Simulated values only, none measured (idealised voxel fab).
Process module under the name voxel wiring stack
This is section cut - it's 165 nm across, gridded in 5 nm square cells.
Cross-section = grid of square cells, listed top down in bands; band = one or more rows. Quick guide to a band line: top height, bottom height (nm) up front; then every material left to right with its width in nm. Only one material and it's marked "all across"? Then it fills the band edge to edge. And "blank" just means empty space. Heights from 0 (as-received wafer is one material below). Bottom band endless downward, as "0 down". You'd read "30..40" like this: the band's top row of cells is as wide as the first number, its bottom row is as wide as the second, and going down, every row changes width by the same amount as the row before did. It should be understood that the words "same as before", when stated for a given step, signify that the cross-section underwent no change in any of its cells during that step. This entry, "closed voids", enumerates those empty regions of no fewer than 8 cells that possess no open connection to the top. Each region is reported in the form width x height at distance, the distance being taken from the left edge, with all three quantities expressed in nm. Where a step's line continues beyond its settings, the continuation is a remark by the simulator itself on that step. overlay nm: on a step with a mask, how far right of its planned place the mask lay; negative means left. Note on reading: below, each pair holds a cross-section from before one process step and one from after it; the one from after shows only down to the lowest band that changed. Beneath the pair, the step in between is stated along with its settings. The pairs can stem from different runs of this module on the same starting wafer. Where a pair's entry headed "Before-step section" says so, and only there, that pair continues from the pair above it.

-- Before-step section
	115 to 100 = 45 lowk, then 25 blank, then 30 lowk, then 20 blank, then 45 lowk
	100 to 90 = 45 lowk, then 15 blank, then 105 lowk
	90 to 85 = SiCN all across
	85 to 70 = 45 lowk, then 25 W, then 25 lowk, then 25 W, then 45 lowk
	70 to 65 = 45 lowk, then 25 TiN, then 25 lowk, then 25 TiN, then 45 lowk
	65 to 50 = 45 SiO2, then 5 TiN, then 5 Cu, then 5 TiN, then 105 SiO2
	50 to 45 = 45 SiCN, then 15 TiN, then 105 SiCN
	45 to 40 = 40 SiCN, then 35 Ru, then 15 SiCN, then 35 Ru, then 40 SiCN
	40 to 20 = 45 SiO2, then 5 TiN, then 15 Cu, then 5 TiN, then 25 SiO2, then 5 TiN, then 15 Cu, then 5 TiN, then 45 SiO2
	20 to 15 = 45 SiCN, then 25 TiN, then 25 SiCN, then 25 TiN, then 45 SiCN
	15 to 0 = SiO2 all across
	0 down = Si all across
	closed voids: none

-- After the Step
	115 to 100 = 45 lowk, then 25 blank, then 30 lowk, then 20 blank, then 45 lowk
	100 to 90 = 45 lowk, then 15 blank, then 105 lowk
	90 to 85 = 45 SiCN, then 15 blank, then 105 SiCN
	Unchanged below 85.
	closed voids: none
Step taken after the before cross-section and before the after cross-section above: MASKED_ETCH | tone open | mask id METAL_3 | width nm 25 | pitch nm 50 | etch materials SiCN | depth nm 5 | overlay nm 0

Before-step section: Please consult the pair immediately above; the cross-section it shows after its step is the state before this step.

-- After the Step
	120 to 115 = 50 TiN, then 15 blank, then 40 TiN, then 10 blank, then 50 TiN
	115 to 105 = 45 lowk, then 5 TiN, then 15 blank, then 5 TiN, then 30 lowk, then 5 TiN, then 10 blank, then 5 TiN, then 45 lowk
	105 to 100 = 45 lowk, then 5 TiN, then 5 blank, then 15 TiN, then 30 lowk, then 20 TiN, then 45 lowk
	100 to 90 = 45 lowk, then 5 TiN, then 5 blank, then 5 TiN, then 105 lowk
	90 to 85 = 45 SiCN, then 15 TiN, then 105 SiCN
	Unchanged below 85.
	closed voids: none
Step taken after the before cross-section and before the after cross-section above: CONFORMAL_DEP | material TiN | thk nm 5

Before-step section: Please consult the pair immediately above; the cross-section it shows after its step is the state before this step.

-- After the Step
	125 to 120 = Ru all across
	120 to 115 = 50 TiN, then 15 Ru, then 40 TiN, then 10 Ru, then 50 TiN
	115 to 105 = 45 lowk, then 5 TiN, then 15 Ru, then 5 TiN, then 30 lowk, then 5 TiN, then 10 Ru, then 5 TiN, then 45 lowk
	105 to 100 = 45 lowk, then 5 TiN, then 5 Ru, then 15 TiN, then 30 lowk, then 20 TiN, then 45 lowk
	100 to 90 = 45 lowk, then 5 TiN, then 5 Ru, then 5 TiN, then 105 lowk
	Unchanged below 90.
	closed voids: none
Step taken after the before cross-section and before the after cross-section above: FILL_DEP | material Ru | thk nm 5

Before-step section: Please consult the pair immediately above; the cross-section it shows after its step is the state before this step.

-- After the Step
	115 to 105 = 45 lowk, then 5 TiN, then 15 Ru, then 5 TiN, then 30 lowk, then 5 TiN, then 10 Ru, then 5 TiN, then 45 lowk
	Unchanged below 105.
	closed voids: none
Step taken after the before cross-section and before the after cross-section above: CMP | height nm 115

Before-step section: Please consult the pair immediately above; the cross-section it shows after its step is the state before this step.

-- After the Step
	120 to 115 = SiCN all across
	Unchanged below 115.
	closed voids: none
Step taken after the before cross-section and before the after cross-section above: CONFORMAL_DEP | material SiCN | thk nm 5

Before-step section: Please consult the pair immediately above; the cross-section it shows after its step is the state before this step.

-- After the Step
	150 to 120 = SiO2 all across
	Unchanged below 120.
	closed voids: none
Step taken after the before cross-section and before the after cross-section above: DIRECTIONAL_DEP | material SiO2 | thk nm 30

Before-step section: Please consult the pair immediately above; the cross-section it shows after its step is the state before this step.

-- After the Step
	165 to 150 = aC all across
	Unchanged below 150.
	closed voids: none
Step taken after the before cross-section and before the after cross-section above: DIRECTIONAL_DEP | material aC | thk nm 15

Before-step section: Please consult the pair immediately above; the cross-section it shows after its step is the state before this step.

-- After the Step
	195 to 165 = 45 resist, then 15 blank, then 35 resist, then 15 blank, then 55 resist
	Unchanged below 165.
	closed voids: none
Step taken after the before cross-section and before the after cross-section above: PATTERN | tone open | mask id METAL_4_HOLES | material resist | width nm 15 | pitch nm 50 | thk nm 30 | overlay nm 0

Before-step section: Please consult the pair immediately above; the cross-section it shows after its step is the state before this step.

-- After the Step
	180 to 165 = 45 resist, then 15 blank, then 35 resist, then 15 blank, then 55 resist
	165 to 150 = 45 aC, then 15 blank, then 35 aC, then 15 blank, then 55 aC
	Unchanged below 150.
	closed voids: none
Step taken after the before cross-section and before the after cross-section above: DIRECTIONAL_ETCH | etch materials aC | depth nm 15

Before-step section: Please consult the pair immediately above; the cross-section it shows after its step is the state before this step.

-- After the Step
	165 to 150 = 45 aC, then 15 blank, then 35 aC, then 15 blank, then 55 aC
	Unchanged below 150.
	closed voids: none
Step taken after the before cross-section and before the after cross-section above: STRIP | etch materials resist

Before-step section: Please consult the pair immediately above; the cross-section it shows after its step is the state before this step.

-- After the Step
	165 to 150 = 45 aC, then 15 blank, then 35 aC, then 15 blank, then 55 aC
	150 to 120 = 45 SiO2, then 15 blank, then 35 SiO2, then 15 blank, then 55 SiO2
	Unchanged below 120.
	closed voids: none
Step taken after the before cross-section and before the after cross-section above: DIRECTIONAL_ETCH | etch materials SiO2 | depth nm 30

Before-step section: Please consult the pair immediately above; the cross-section it shows after its step is the state before this step.

-- After the Step
	150 to 120 = 45 SiO2, then 15 blank, then 35 SiO2, then 15 blank, then 55 SiO2
	Unchanged below 120.
	closed voids: none
Step taken after the before cross-section and before the after cross-section above: STRIP | etch materials aC

Before-step section: Please consult the pair immediately above; the cross-section it shows after its step is the state before this step.

-- After the Step
	165 to 150 = 45 aC, then 15 blank, then 35 aC, then 15 blank, then 55 aC
	150 to 135 = 45 SiO2, then 15 blank, then 35 SiO2, then 15 blank, then 55 SiO2
	135 to 120 = 45 SiO2, then 15 aC, then 35 SiO2, then 15 aC, then 55 SiO2
	Unchanged below 120.
	closed voids: none
Step taken after the before cross-section and before the after cross-section above: DIRECTIONAL_DEP | material aC | thk nm 15

Before-step section: Please consult the pair immediately above; the cross-section it shows after its step is the state before this step.

-- After the Step
	195 to 165 = 45 resist, then 25 blank, then 25 resist, then 25 blank, then 45 resist
	Unchanged below 165.
	closed voids: none
Step taken after the before cross-section and before the after cross-section above: PATTERN | tone open | mask id METAL_4 | material resist | width nm 25 | pitch nm 50 | thk nm 30 | overlay nm 0

Before-step section: Please consult the pair immediately above; the cross-section it shows after its step is the state before this step.

-- After the Step
	180 to 165 = 45 resist, then 25 blank, then 25 resist, then 25 blank, then 45 resist
	165 to 150 = 45 aC, then 25 blank, then 25 aC, then 25 blank, then 45 aC
	150 to 120 = 45 SiO2, then 15 blank, then 35 SiO2, then 15 blank, then 55 SiO2
	Unchanged below 120.
	closed voids: none
Step taken after the before cross-section and before the after cross-section above: DIRECTIONAL_ETCH | etch materials aC | depth nm 15

Before-step section: Please consult the pair immediately above; the cross-section it shows after its step is the state before this step.

-- After the Step
	165 to 150 = 45 aC, then 25 blank, then 25 aC, then 25 blank, then 45 aC
	Unchanged below 150.
	closed voids: none
Step taken after the before cross-section and before the after cross-section above: STRIP | etch materials resist

Before-step section: Please consult the pair immediately above; the cross-section it shows after its step is the state before this step.

-- After the Step
	165 to 150 = 45 aC, then 25 blank, then 25 aC, then 25 blank, then 45 aC
	150 to 135 = 45 SiO2, then 25 blank, then 25 SiO2, then 25 blank, then 45 SiO2
	Unchanged below 135.
	closed voids: none
Step taken after the before cross-section and before the after cross-section above: DIRECTIONAL_ETCH | etch materials SiO2 | depth nm 15

Before-step section: Please consult the pair immediately above; the cross-section it shows after its step is the state before this step.

-- After the Step
	165 to 150 = 45 aC, then 25 blank, then 25 aC, then 25 blank, then 45 aC
	150 to 135 = 45 SiO2, then 25 blank, then 25 SiO2, then 25 blank, then 45 SiO2
	135 to 120 = 45 SiO2, then 15 blank, then 35 SiO2, then 15 blank, then 55 SiO2
	120 to 115 = 45 SiCN, then 15 blank, then 35 SiCN, then 15 blank, then 55 SiCN
	Unchanged below 115.
	closed voids: none
Step taken after the before cross-section and before the after cross-section above: DIRECTIONAL_ETCH | etch materials SiCN | depth nm 5

Before-step section: Please consult the pair immediately above; the cross-section it shows after its step is the state before this step.

-- After the Step
	150 to 135 = 45 SiO2, then 25 blank, then 25 SiO2, then 25 blank, then 45 SiO2
	Unchanged below 135.
	closed voids: none
Step taken after the before cross-section and before the after cross-section above: STRIP | etch materials aC

Before-step section: Please consult the pair immediately above; the cross-section it shows after its step is the state before this step.

-- After the Step
	155 to 150 = 50 TiN, then 15 blank, then 35 TiN, then 15 blank, then 50 TiN
	150 to 140 = 45 SiO2, then 5 TiN, then 15 blank, then 5 TiN, then 25 SiO2, then 5 TiN, then 15 blank, then 5 TiN, then 45 SiO2
	140 to 135 = 45 SiO2, then 5 TiN, then 5 blank, then 15 TiN, then 25 SiO2, then 5 TiN, then 5 blank, then 15 TiN, then 45 SiO2
	135 to 120 = 45 SiO2, then 5 TiN, then 5 blank, then 5 TiN, then 35 SiO2, then 5 TiN, then 5 blank, then 5 TiN, then 55 SiO2
	120 to 115 = 45 SiCN, then 15 TiN, then 35 SiCN, then 15 TiN, then 55 SiCN
	Unchanged below 115.
	closed voids: none
Step taken after the before cross-section and before the after cross-section above: CONFORMAL_DEP | material TiN | thk nm 5

Before-step section: Please consult the pair immediately above; the cross-section it shows after its step is the state before this step.

-- After the Step
	160 to 155 = Cu all across
	155 to 150 = 50 TiN, then 15 Cu, then 35 TiN, then 15 Cu, then 50 TiN
	150 to 140 = 45 SiO2, then 5 TiN, then 15 Cu, then 5 TiN, then 25 SiO2, then 5 TiN, then 15 Cu, then 5 TiN, then 45 SiO2
	140 to 135 = 45 SiO2, then 5 TiN, then 5 Cu, then 15 TiN, then 25 SiO2, then 5 TiN, then 5 Cu, then 15 TiN, then 45 SiO2
	135 to 120 = 45 SiO2, then 5 TiN, then 5 Cu, then 5 TiN, then 35 SiO2, then 5 TiN, then 5 Cu, then 5 TiN, then 55 SiO2
	Unchanged below 120.
	closed voids: none
Step taken after the before cross-section and before the after cross-section above: FILL_DEP | material Cu | thk nm 5

Before-step section: Please consult the pair immediately above; the cross-section it shows after its step is the state before this step.

-- After the Step
	150 to 140 = 45 SiO2, then 5 TiN, then 15 Cu, then 5 TiN, then 25 SiO2, then 5 TiN, then 15 Cu, then 5 TiN, then 45 SiO2
	Unchanged below 140.
	closed voids: none
Step taken after the before cross-section and before the after cross-section above: CMP | height nm 150

Before-step section: Please consult the pair immediately above; the cross-section it shows after its step is the state before this step.

-- After the Step
	155 to 150 = SiN all across
	Unchanged below 150.
	closed voids: none
Step taken after the before cross-section and before the after cross-section above: CONFORMAL_DEP | material SiN | thk nm 5

-- Before-step section
	40 to 20 = SiO2 all across
	20 to 15 = SiCN all across
	15 to 0 = SiO2 all across
	0 down = Si all across
	closed voids: none

-- After the Step
	60 to 40 = 35 resist, then 25 blank, then 25 resist, then 25 blank, then 55 resist
	Unchanged below 40.
	closed voids: none
Step taken after the before cross-section and before the after cross-section above: PATTERN | tone open | mask id METAL_1 | material resist | width nm 25 | pitch nm 50 | thk nm 20 | overlay nm -10

Before-step section: Please consult the pair immediately above; the cross-section it shows after its step is the state before this step.

-- After the Step
	60 to 40 = 35 resist, then 25 blank, then 25 resist, then 25 blank, then 55 resist
	40 to 20 = 35 SiO2, then 25 blank, then 25 SiO2, then 25 blank, then 55 SiO2
	Unchanged below 20.
	closed voids: none
Step taken after the before cross-section and before the after cross-section above: DIRECTIONAL_ETCH | etch materials SiO2 | depth nm 20

Before-step section: Please consult the pair immediately above; the cross-section it shows after its step is the state before this step.

-- After the Step
	60 to 40 = 35 resist, then 25 blank, then 25 resist, then 25 blank, then 55 resist
	40 to 20 = 35 SiO2, then 25 blank, then 25 SiO2, then 25 blank, then 55 SiO2
	20 to 15 = 35 SiCN, then 25 blank, then 25 SiCN, then 25 blank, then 55 SiCN
	Unchanged below 15.
	closed voids: none
Step taken after the before cross-section and before the after cross-section above: DIRECTIONAL_ETCH | etch materials SiCN | depth nm 5

Before-step section: Please consult the pair immediately above; the cross-section it shows after its step is the state before this step.

-- After the Step
	40 to 20 = 35 SiO2, then 25 blank, then 25 SiO2, then 25 blank, then 55 SiO2
	Unchanged below 20.
	closed voids: none
Step taken after the before cross-section and before the after cross-section above: STRIP | etch materials resist

Before-step section: Please consult the pair immediately above; the cross-section it shows after its step is the state before this step.

-- After the Step
	45 to 40 = 40 TiN, then 15 blank, then 35 TiN, then 15 blank, then 60 TiN
	40 to 20 = 35 SiO2, then 5 TiN, then 15 blank, then 5 TiN, then 25 SiO2, then 5 TiN, then 15 blank, then 5 TiN, then 55 SiO2
	20 to 15 = 35 SiCN, then 25 TiN, then 25 SiCN, then 25 TiN, then 55 SiCN
	Unchanged below 15.
	closed voids: none
Step taken after the before cross-section and before the after cross-section above: CONFORMAL_DEP | material TiN | thk nm 5

Before-step section: Please consult the pair immediately above; the cross-section it shows after its step is the state before this step.

-- After the Step
	55 to 45 = Cu all across
	45 to 40 = 40 TiN, then 15 Cu, then 35 TiN, then 15 Cu, then 60 TiN
	40 to 20 = 35 SiO2, then 5 TiN, then 15 Cu, then 5 TiN, then 25 SiO2, then 5 TiN, then 15 Cu, then 5 TiN, then 55 SiO2
	Unchanged below 20.
	closed voids: none
Step taken after the before cross-section and before the after cross-section above: FILL_DEP | material Cu | thk nm 10

Before-step section: Please consult the pair immediately above; the cross-section it shows after its step is the state before this step.

-- After the Step
	40 to 20 = 35 SiO2, then 5 TiN, then 15 Cu, then 5 TiN, then 25 SiO2, then 5 TiN, then 15 Cu, then 5 TiN, then 55 SiO2
	Unchanged below 20.
	closed voids: none
Step taken after the before cross-section and before the after cross-section above: CMP | height nm 40

Before-step section: Please consult the pair immediately above; the cross-section it shows after its step is the state before this step.

-- After the Step
	45 to 40 = 30 blank, then 35 Ru, then 15 blank, then 35 Ru, then 50 blank
	Unchanged below 40.
	closed voids: none
Step taken after the before cross-section and before the after cross-section above: EPI | material Ru | thk nm 5

Before-step section: Please consult the pair immediately above; the cross-section it shows after its step is the state before this step.

-- After the Step
	50 to 45 = SiCN all across
	45 to 40 = 30 SiCN, then 35 Ru, then 15 SiCN, then 35 Ru, then 50 SiCN
	Unchanged below 40.
	closed voids: none
Step taken after the before cross-section and before the after cross-section above: FILL_DEP | material SiCN | thk nm 5

Before-step section: Please consult the pair immediately above; the cross-section it shows after its step is the state before this step.

-- After the Step
	65 to 50 = SiO2 all across
	Unchanged below 50.
	closed voids: none
Step taken after the before cross-section and before the after cross-section above: DIRECTIONAL_DEP | material SiO2 | thk nm 15

Before-step section: Please consult the pair immediately above; the cross-section it shows after its step is the state before this step.

-- After the Step
	75 to 65 = aC all across
	Unchanged below 65.
	closed voids: none
Step taken after the before cross-section and before the after cross-section above: DIRECTIONAL_DEP | material aC | thk nm 10

Before-step section: Please consult the pair immediately above; the cross-section it shows after its step is the state before this step.

-- After the Step
	100 to 75 = 45 resist, then 15 blank, then 105 resist
	Unchanged below 75.
	closed voids: none
Step taken after the before cross-section and before the after cross-section above: PATTERN | tone open | mask id PLUG_1 | material resist | width nm 15 | thk nm 25 | overlay nm 0

Before-step section: Please consult the pair immediately above; the cross-section it shows after its step is the state before this step.

-- After the Step
	90 to 75 = 45 resist, then 15 blank, then 105 resist
	75 to 65 = 45 aC, then 15 blank, then 105 aC
	Unchanged below 65.
	closed voids: none
Step taken after the before cross-section and before the after cross-section above: DIRECTIONAL_ETCH | etch materials aC | depth nm 10

Before-step section: Please consult the pair immediately above; the cross-section it shows after its step is the state before this step.

-- After the Step
	75 to 65 = 45 aC, then 15 blank, then 105 aC
	Unchanged below 65.
	closed voids: none
Step taken after the before cross-section and before the after cross-section above: STRIP | etch materials resist

Before-step section: Please consult the pair immediately above; the cross-section it shows after its step is the state before this step.

-- After the Step
	75 to 65 = 45 aC, then 15 blank, then 105 aC
	65 to 50 = 45 SiO2, then 15 blank, then 105 SiO2
	Unchanged below 50.
	closed voids: none
Step taken after the before cross-section and before the after cross-section above: DIRECTIONAL_ETCH | etch materials SiO2 | depth nm 15

Before-step section: Please consult the pair immediately above; the cross-section it shows after its step is the state before this step.

-- After the Step
	75 to 65 = 45 aC, then 15 blank, then 105 aC
	65 to 50 = 45 SiO2, then 15 blank, then 105 SiO2
	50 to 45 = 45 SiCN, then 15 blank, then 105 SiCN
	Unchanged below 45.
	closed voids: none
Step taken after the before cross-section and before the after cross-section above: DIRECTIONAL_ETCH | etch materials SiCN | depth nm 5

Before-step section: Please consult the pair immediately above; the cross-section it shows after its step is the state before this step.

-- After the Step
	65 to 50 = 45 SiO2, then 15 blank, then 105 SiO2
	Unchanged below 50.
	closed voids: none
Step taken after the before cross-section and before the after cross-section above: STRIP | etch materials aC

Before-step section: Please consult the pair immediately above; the cross-section it shows after its step is the state before this step.

-- After the Step
	70 to 65 = 50 TiN, then 5 blank, then 110 TiN
	65 to 50 = 45 SiO2, then 5 TiN, then 5 blank, then 5 TiN, then 105 SiO2
	50 to 45 = 45 SiCN, then 15 TiN, then 105 SiCN
	Unchanged below 45.
	closed voids: none
Step taken after the before cross-section and before the after cross-section above: CONFORMAL_DEP | material TiN | thk nm 5

Before-step section: Please consult the pair immediately above; the cross-section it shows after its step is the state before this step.

-- After the Step
	75 to 70 = Cu all across
	70 to 65 = 50 TiN, then 5 Cu, then 110 TiN
	65 to 50 = 45 SiO2, then 5 TiN, then 5 Cu, then 5 TiN, then 105 SiO2
	Unchanged below 50.
	closed voids: none
Step taken after the before cross-section and before the after cross-section above: FILL_DEP | material Cu | thk nm 5

Before-step section: Please consult the pair immediately above; the cross-section it shows after its step is the state before this step.

-- After the Step
	65 to 50 = 45 SiO2, then 5 TiN, then 5 Cu, then 5 TiN, then 105 SiO2
	Unchanged below 50.
	closed voids: none
Step taken after the before cross-section and before the after cross-section above: CMP | height nm 65

Before-step section: Please consult the pair immediately above; the cross-section it shows after its step is the state before this step.

-- After the Step
	70 to 65 = TiN all across
	Unchanged below 65.
	closed voids: none
Step taken after the before cross-section and before the after cross-section above: DIRECTIONAL_DEP | material TiN | thk nm 5

Before-step section: Please consult the pair immediately above; the cross-section it shows after its step is the state before this step.

-- After the Step
	85 to 70 = W all across
	Unchanged below 70.
	closed voids: none
Step taken after the before cross-section and before the after cross-section above: DIRECTIONAL_DEP | material W | thk nm 15

Before-step section: Please consult the pair immediately above; the cross-section it shows after its step is the state before this step.

-- After the Step
	85 to 70 = 45 blank, then 25 W, then 25 blank, then 25 W, then 45 blank
	Unchanged below 70.
	closed voids: none
Step taken after the before cross-section and before the after cross-section above: MASKED_ETCH | tone cover | mask id METAL_2 | width nm 25 | pitch nm 50 | etch materials W | depth nm 15 | overlay nm 0

Before-step section: Please consult the pair immediately above; the cross-section it shows after its step is the state before this step.

-- After the Step
	85 to 70 = 45 blank, then 25 W, then 25 blank, then 25 W, then 45 blank
	70 to 65 = 45 blank, then 25 TiN, then 25 blank, then 25 TiN, then 45 blank
	Unchanged below 65.
	closed voids: none
Step taken after the before cross-section and before the after cross-section above: MASKED_ETCH | tone cover | mask id METAL_2 | width nm 25 | pitch nm 50 | etch materials TiN | depth nm 5 | overlay nm 0

Before-step section: Please consult the pair immediately above; the cross-section it shows after its step is the state before this step.

-- After the Step
	95 to 85 = lowk all across
	85 to 70 = 45 lowk, then 25 W, then 25 lowk, then 25 W, then 45 lowk
	70 to 65 = 45 lowk, then 25 TiN, then 25 lowk, then 25 TiN, then 45 lowk
	Unchanged below 65.
	closed voids: none
Step taken after the before cross-section and before the after cross-section above: FILL_DEP | material lowk | thk nm 10

Before-step section: Please consult the pair immediately above; the cross-section it shows after its step is the state before this step.

-- After the Step
	85 to 70 = 45 lowk, then 25 W, then 25 lowk, then 25 W, then 45 lowk
	Unchanged below 70.
	closed voids: none
Step taken after the before cross-section and before the after cross-section above: CMP | height nm 85

Before-step section: Please consult the pair immediately above; the cross-section it shows after its step is the state before this step.

-- After the Step
	90 to 85 = SiCN all across
	Unchanged below 85.
	closed voids: none
Step taken after the before cross-section and before the after cross-section above: CONFORMAL_DEP | material SiCN | thk nm 5

Before-step section: Please consult the pair immediately above; the cross-section it shows after its step is the state before this step.

-- After the Step
	115 to 90 = lowk all across
	Unchanged below 90.
	closed voids: none
Step taken after the before cross-section and before the after cross-section above: DIRECTIONAL_DEP | material lowk | thk nm 25

Before-step section: Please consult the pair immediately above; the cross-section it shows after its step is the state before this step.

-- After the Step
	125 to 115 = aC all across
	Unchanged below 115.
	closed voids: none
Step taken after the before cross-section and before the after cross-section above: DIRECTIONAL_DEP | material aC | thk nm 10

Before-step section: Please consult the pair immediately above; the cross-section it shows after its step is the state before this step.

-- After the Step
	155 to 125 = 45 resist, then 15 blank, then 105 resist
	Unchanged below 125.
	closed voids: none
Step taken after the before cross-section and before the after cross-section above: PATTERN | tone open | mask id METAL_3_HOLES | material resist | width nm 15 | thk nm 30 | overlay nm 0

Before-step section: Please consult the pair immediately above; the cross-section it shows after its step is the state before this step.

-- After the Step
	145 to 125 = 45 resist, then 15 blank, then 105 resist
	125 to 115 = 45 aC, then 15 blank, then 105 aC
	Unchanged below 115.
	closed voids: none
Step taken after the before cross-section and before the after cross-section above: DIRECTIONAL_ETCH | etch materials aC | depth nm 10

Before-step section: Please consult the pair immediately above; the cross-section it shows after its step is the state before this step.

-- After the Step
	125 to 115 = 45 aC, then 15 blank, then 105 aC
	Unchanged below 115.
	closed voids: none
Step taken after the before cross-section and before the after cross-section above: STRIP | etch materials resist

Before-step section: Please consult the pair immediately above; the cross-section it shows after its step is the state before this step.

-- After the Step
	125 to 115 = 45 aC, then 15 blank, then 105 aC
	115 to 90 = 45 lowk, then 15 blank, then 105 lowk
	Unchanged below 90.
	closed voids: none
Step taken after the before cross-section and before the after cross-section above: DIRECTIONAL_ETCH | etch materials lowk | depth nm 25

Before-step section: Please consult the pair immediately above; the cross-section it shows after its step is the state before this step.

-- After the Step
	115 to 90 = 45 lowk, then 15 blank, then 105 lowk
	Unchanged below 90.
	closed voids: none
Step taken after the before cross-section and before the after cross-section above: STRIP | etch materials aC

Before-step section: Please consult the pair immediately above; the cross-section it shows after its step is the state before this step.

-- After the Step
	115 to 100 = 45 lowk, then 25 blank, then 25 lowk, then 25 blank, then 45 lowk
	Unchanged below 100.
	closed voids: none
Step taken after the before cross-section and before the after cross-section above: MASKED_ETCH | tone open | mask id METAL_3 | width nm 25 | pitch nm 50 | etch materials lowk | depth nm 15 | overlay nm 0

Before-step section: Please consult the pair immediately above; the cross-section it shows after its step is the state before this step.

-- After the Step
	115 to 100 = 45 lowk, then 25 blank, then 25 lowk, then 25 blank, then 45 lowk
	100 to 90 = 45 lowk, then 15 blank, then 105 lowk
	90 to 85 = 45 SiCN, then 15 blank, then 105 SiCN
	Unchanged below 85.
	closed voids: none
Step taken after the before cross-section and before the after cross-section above: MASKED_ETCH | tone open | mask id METAL_3 | width nm 25 | pitch nm 50 | etch materials SiCN | depth nm 5 | overlay nm 0

Before-step section: Please consult the pair immediately above; the cross-section it shows after its step is the state before this step.

-- After the Step
	120 to 115 = 50 TiN, then 15 blank, then 35 TiN, then 15 blank, then 50 TiN
	115 to 105 = 45 lowk, then 5 TiN, then 15 blank, then 5 TiN, then 25 lowk, then 5 TiN, then 15 blank, then 5 TiN, then 45 lowk
	105 to 100 = 45 lowk, then 5 TiN, then 5 blank, then 15 TiN, then 25 lowk, then 25 TiN, then 45 lowk
	100 to 90 = 45 lowk, then 5 TiN, then 5 blank, then 5 TiN, then 105 lowk
	90 to 85 = 45 SiCN, then 15 TiN, then 105 SiCN
	Unchanged below 85.
	closed voids: none
Step taken after the before cross-section and before the after cross-section above: CONFORMAL_DEP | material TiN | thk nm 5

Before-step section: Please consult the pair immediately above; the cross-section it shows after its step is the state before this step.

-- After the Step
	125 to 120 = Ru all across
	120 to 115 = 50 TiN, then 15 Ru, then 35 TiN, then 15 Ru, then 50 TiN
	115 to 105 = 45 lowk, then 5 TiN, then 15 Ru, then 5 TiN, then 25 lowk, then 5 TiN, then 15 Ru, then 5 TiN, then 45 lowk
	105 to 100 = 45 lowk, then 5 TiN, then 5 Ru, then 15 TiN, then 25 lowk, then 25 TiN, then 45 lowk
	100 to 90 = 45 lowk, then 5 TiN, then 5 Ru, then 5 TiN, then 105 lowk
	Unchanged below 90.
	closed voids: none
Step taken after the before cross-section and before the after cross-section above: FILL_DEP | material Ru | thk nm 5

Before-step section: Please consult the pair immediately above; the cross-section it shows after its step is the state before this step.

-- After the Step
	115 to 105 = 45 lowk, then 5 TiN, then 15 Ru, then 5 TiN, then 25 lowk, then 5 TiN, then 15 Ru, then 5 TiN, then 45 lowk
	Unchanged below 105.
	closed voids: none
Step taken after the before cross-section and before the after cross-section above: CMP | height nm 115

Before-step section: Please consult the pair immediately above; the cross-section it shows after its step is the state before this step.

-- After the Step
	120 to 115 = SiCN all across
	Unchanged below 115.
	closed voids: none
Step taken after the before cross-section and before the after cross-section above: CONFORMAL_DEP | material SiCN | thk nm 5

Before-step section: Please consult the pair immediately above; the cross-section it shows after its step is the state before this step.

-- After the Step
	150 to 120 = SiO2 all across
	Unchanged below 120.
	closed voids: none
Step taken after the before cross-section and before the after cross-section above: DIRECTIONAL_DEP | material SiO2 | thk nm 30

Before-step section: Please consult the pair immediately above; the cross-section it shows after its step is the state before this step.

-- After the Step
	165 to 150 = aC all across
	Unchanged below 150.
	closed voids: none
Step taken after the before cross-section and before the after cross-section above: DIRECTIONAL_DEP | material aC | thk nm 15

Before-step section: Please consult the pair immediately above; the cross-section it shows after its step is the state before this step.

-- After the Step
	195 to 165 = 45 resist, then 15 blank, then 35 resist, then 15 blank, then 55 resist
	Unchanged below 165.
	closed voids: none
Step taken after the before cross-section and before the after cross-section above: PATTERN | tone open | mask id METAL_4_HOLES | material resist | width nm 15 | pitch nm 50 | thk nm 30 | overlay nm 0

Before-step section: Please consult the pair immediately above; the cross-section it shows after its step is the state before this step.

-- After the Step
	180 to 165 = 45 resist, then 15 blank, then 35 resist, then 15 blank, then 55 resist
	165 to 150 = 45 aC, then 15 blank, then 35 aC, then 15 blank, then 55 aC
	Unchanged below 150.
	closed voids: none
Step taken after the before cross-section and before the after cross-section above: DIRECTIONAL_ETCH | etch materials aC | depth nm 15

Before-step section: Please consult the pair immediately above; the cross-section it shows after its step is the state before this step.

-- After the Step
	165 to 150 = 45 aC, then 15 blank, then 35 aC, then 15 blank, then 55 aC
	Unchanged below 150.
	closed voids: none
Step taken after the before cross-section and before the after cross-section above: STRIP | etch materials resist

Before-step section: Please consult the pair immediately above; the cross-section it shows after its step is the state before this step.

-- After the Step
	165 to 150 = 45 aC, then 15 blank, then 35 aC, then 15 blank, then 55 aC
	150 to 120 = 45 SiO2, then 15 blank, then 35 SiO2, then 15 blank, then 55 SiO2
	Unchanged below 120.
	closed voids: none
Step taken after the before cross-section and before the after cross-section above: DIRECTIONAL_ETCH | etch materials SiO2 | depth nm 30

Before-step section: Please consult the pair immediately above; the cross-section it shows after its step is the state before this step.

-- After the Step
	150 to 120 = 45 SiO2, then 15 blank, then 35 SiO2, then 15 blank, then 55 SiO2
	Unchanged below 120.
	closed voids: none
Step taken after the before cross-section and before the after cross-section above: STRIP | etch materials aC

Before-step section: Please consult the pair immediately above; the cross-section it shows after its step is the state before this step.

-- After the Step
	165 to 150 = 45 aC, then 15 blank, then 35 aC, then 15 blank, then 55 aC
	150 to 135 = 45 SiO2, then 15 blank, then 35 SiO2, then 15 blank, then 55 SiO2
	135 to 120 = 45 SiO2, then 15 aC, then 35 SiO2, then 15 aC, then 55 SiO2
	Unchanged below 120.
	closed voids: none
Step taken after the before cross-section and before the after cross-section above: DIRECTIONAL_DEP | material aC | thk nm 15

Before-step section: Please consult the pair immediately above; the cross-section it shows after its step is the state before this step.

-- After the Step
	195 to 165 = 45 resist, then 25 blank, then 25 resist, then 25 blank, then 45 resist
	Unchanged below 165.
	closed voids: none
Step taken after the before cross-section and before the after cross-section above: PATTERN | tone open | mask id METAL_4 | material resist | width nm 25 | pitch nm 50 | thk nm 30 | overlay nm 0

Before-step section: Please consult the pair immediately above; the cross-section it shows after its step is the state before this step.

-- After the Step
	180 to 165 = 45 resist, then 25 blank, then 25 resist, then 25 blank, then 45 resist
	165 to 150 = 45 aC, then 25 blank, then 25 aC, then 25 blank, then 45 aC
	150 to 120 = 45 SiO2, then 15 blank, then 35 SiO2, then 15 blank, then 55 SiO2
	Unchanged below 120.
	closed voids: none
Step taken after the before cross-section and before the after cross-section above: DIRECTIONAL_ETCH | etch materials aC | depth nm 15

Before-step section: Please consult the pair immediately above; the cross-section it shows after its step is the state before this step.

-- After the Step
	165 to 150 = 45 aC, then 25 blank, then 25 aC, then 25 blank, then 45 aC
	Unchanged below 150.
	closed voids: none
Step taken after the before cross-section and before the after cross-section above: STRIP | etch materials resist
